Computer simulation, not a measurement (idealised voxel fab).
The document below concerns the process module designated voxel wiring stack.
This is section cut - it's 220 nm across, gridded in 5 nm square cells.
Cross-section = grid of square cells, listed top down in bands; band = one or more rows.
Quick guide to a band line: top height, bottom height (nm) up front; then every material left to right with its width in nm. Only one material and it's marked "edge to edge"? Then it fills the band edge to edge. And "blank" just means empty space.
Zero point of the height axis is 0; under it, received wafer = one material. Lowest band: continues down indefinitely, "z 0 and below".
Top row gets the first number, bottom row gets the second, and each row in between changes by the same step: that is how a band width like "30->40" works.
A step reported as "remained the same" is a step in which no cell of the cross-section changed.
"Voids lacking openings" enumerates empty spaces isolated from the top, with no open way to it, that contain at least 8 cells, giving each as width x height at distance from the left edge, all three in nm.
after a step's settings: what the simulator itself notes on the step
The optional step-line setting "overlay nm" applies to steps with a mask and quantifies how far to the right of its planned location the mask lay, a negative value indicating leftward placement.

Plan
- 1: op RECEIVE | material Si
- 2: op CONFORMAL_DEP | material SiO2 | thk nm 15
- 3: op CONFORMAL_DEP | material SiCN | thk nm 5
- 4: op DIRECTIONAL_DEP | material lowk | thk nm 15
- 5: op PATTERN | tone open | mask id METAL_1 | material resist | width nm 25 | pitch nm 45 | thk nm 15 | overlay nm 0
- 6: op DIRECTIONAL_ETCH | etch materials lowk | depth nm 15
- 7: op DIRECTIONAL_ETCH | etch materials SiCN | depth nm 5
- 8: op STRIP | etch materials resist
- 9: op CONFORMAL_DEP | material TiN | thk nm 5
- 10: op FILL_DEP | material Cu | thk nm 10
- 11: op CMP | height nm 35
- 12: op EPI | material Ru | thk nm 5
- 13: op FILL_DEP | material SiCN | thk nm 5
- 14: op DIRECTIONAL_DEP | material lowk | thk nm 20
- 15: op PATTERN | tone open | mask id PLUG_1 | material resist | width nm 15 | thk nm 20 | overlay nm 0
- 16: op DIRECTIONAL_ETCH | etch materials lowk | depth nm 20
- 17: op DIRECTIONAL_ETCH | etch materials SiCN | depth nm 5
- 18: op STRIP | etch materials resist
- 19: op CONFORMAL_DEP | material TiN | thk nm 5
- 20: op FILL_DEP | material Cu | thk nm 10
- 21: op CMP | height nm 65
- 22: op CONFORMAL_DEP | material SiCN | thk nm 5
- 23: op DIRECTIONAL_DEP | material lowk | thk nm 20
- 24: op PATTERN | tone open | mask id METAL_2 | material resist | width nm 25 | pitch nm 45 | thk nm 15 | overlay nm 0
- 25: op DIRECTIONAL_ETCH | etch materials lowk | depth nm 20
- 26: op DIRECTIONAL_ETCH | etch materials SiCN | depth nm 5
- 27: op STRIP | etch materials resist
- 28: op CONFORMAL_DEP | material TiN | thk nm 5
- 29: op FILL_DEP | material Cu | thk nm 5
- 30: op CMP | height nm 90
- 31: op EPI | material Ru | thk nm 5
- 32: op FILL_DEP | material SiCN | thk nm 5
- 33: op DIRECTIONAL_DEP | material SiO2 | thk nm 30
- 34: op PATTERN | tone open | mask id METAL_3_HOLES | material resist | width nm 15 | thk nm 20 | overlay nm 0
- 35: op DIRECTIONAL_ETCH | etch materials SiO2 | depth nm 30
- 36: op STRIP | etch materials resist
- 37: op PATTERN | tone open | mask id METAL_3 | material resist | width nm 25 | pitch nm 45 | thk nm 20 | overlay nm 0
- 38: op DIRECTIONAL_ETCH | etch materials SiO2 | depth nm 15
- 39: op DIRECTIONAL_ETCH | etch materials SiCN | depth nm 5
- 40: op STRIP | etch materials resist
- 41: op CONFORMAL_DEP | material TiN | thk nm 5
- 42: op FILL_DEP | material Cu | thk nm 10
- 43: op CMP | height nm 130
- 44: op CONFORMAL_DEP | material SiCN | thk nm 5
- 45: op DIRECTIONAL_DEP | material lowk | thk nm 30
- 46: op PATTERN | tone open | mask id METAL_4 | material resist | width nm 25 | pitch nm 45 | thk nm 15 | overlay nm 0
- 47: op DIRECTIONAL_ETCH | etch materials lowk | depth nm 15
- 48: op STRIP | etch materials resist
- 49: op PATTERN | tone open | mask id METAL_4_HOLES | material resist | width nm 15 | pitch nm 45 | thk nm 15 | overlay nm 0
- 50: op DIRECTIONAL_ETCH | etch materials lowk | depth nm 15
- 51: op DIRECTIONAL_ETCH | etch materials SiCN | depth nm 5
- 52: op STRIP | etch materials resist
- 53: op CONFORMAL_DEP | material TiN | thk nm 5
- 54: op FILL_DEP | material Cu | thk nm 5
- 55: op CMP | height nm 165
- 56: op CONFORMAL_DEP | material SiCN | thk nm 5

As-received wafer cross-section (after step 1)
	z 0 and below  Si edge to edge
	Voids lacking openings: none

Wafer cross-section at end of module: start and plan as shown above, one execution error
	z 170 to 165  SiCN edge to edge
	z 165 to 155  75 of lowk; 5 of TiN; 15 of Cu; 5 of TiN; 20 of lowk; 5 of TiN; 15 of Cu; 5 of TiN; 75 of lowk
	z 155 to 150  75 of lowk; 5 of TiN; 5 of Cu; 15 of TiN; 20 of lowk; 5 of TiN; 5 of Cu; 15 of TiN; 75 of lowk
	z 150 to 135  75 of lowk; 5 of TiN; 5 of Cu; 5 of TiN; 30 of lowk; 5 of TiN; 5 of Cu; 5 of TiN; 85 of lowk
	z 135 to 130  75 of SiCN; 15 of TiN; 30 of SiCN; 15 of TiN; 85 of SiCN
	z 130 to 120  75 of SiO2; 5 of TiN; 15 of Cu; 5 of TiN; 20 of SiO2; 5 of TiN; 15 of Cu; 5 of TiN; 75 of SiO2
	z 120 to 115  75 of SiO2; 5 of TiN; 5 of Cu; 15 of TiN; 20 of SiO2; 25 of TiN; 75 of SiO2
	z 115 to 100  75 of SiO2; 5 of TiN; 5 of Cu; 5 of TiN; 130 of SiO2
	z 100 to 95  75 of SiCN; 15 of TiN; 130 of SiCN
	z 95 to 90  70 of SiCN; 35 of Ru; 10 of SiCN; 35 of Ru; 70 of SiCN
	z 90 to 70  75 of lowk; 5 of TiN; 15 of Cu; 5 of TiN; 20 of lowk; 5 of TiN; 15 of Cu; 5 of TiN; 75 of lowk
	z 70 to 65  75 of SiCN; 25 of TiN; 20 of SiCN; 25 of TiN; 75 of SiCN
	z 65 to 45  75 of lowk; 5 of TiN; 5 of Cu; 5 of TiN; 130 of lowk
	z 45 to 40  75 of SiCN; 15 of TiN; 130 of SiCN
	z 40 to 35  75 of SiCN; 25 of Ru; 20 of SiCN; 25 of Ru; 75 of SiCN
	z 35 to 20  80 of lowk; 5 of TiN; 5 of Cu; 5 of TiN; 30 of lowk; 5 of TiN; 5 of Cu; 5 of TiN; 80 of lowk
	z 20 to 15  80 of SiCN; 15 of TiN; 30 of SiCN; 15 of TiN; 80 of SiCN
	z 15 to 0  SiO2 edge to edge
	z 0 and below  Si edge to edge
	Voids lacking openings: none
What broke from the plan during processing? step 5, actual vs plan mismatch, actual run op PATTERN | tone open | mask id METAL_1 | material resist | width nm 15 | pitch nm 45 | thk nm 15 | overlay nm 0
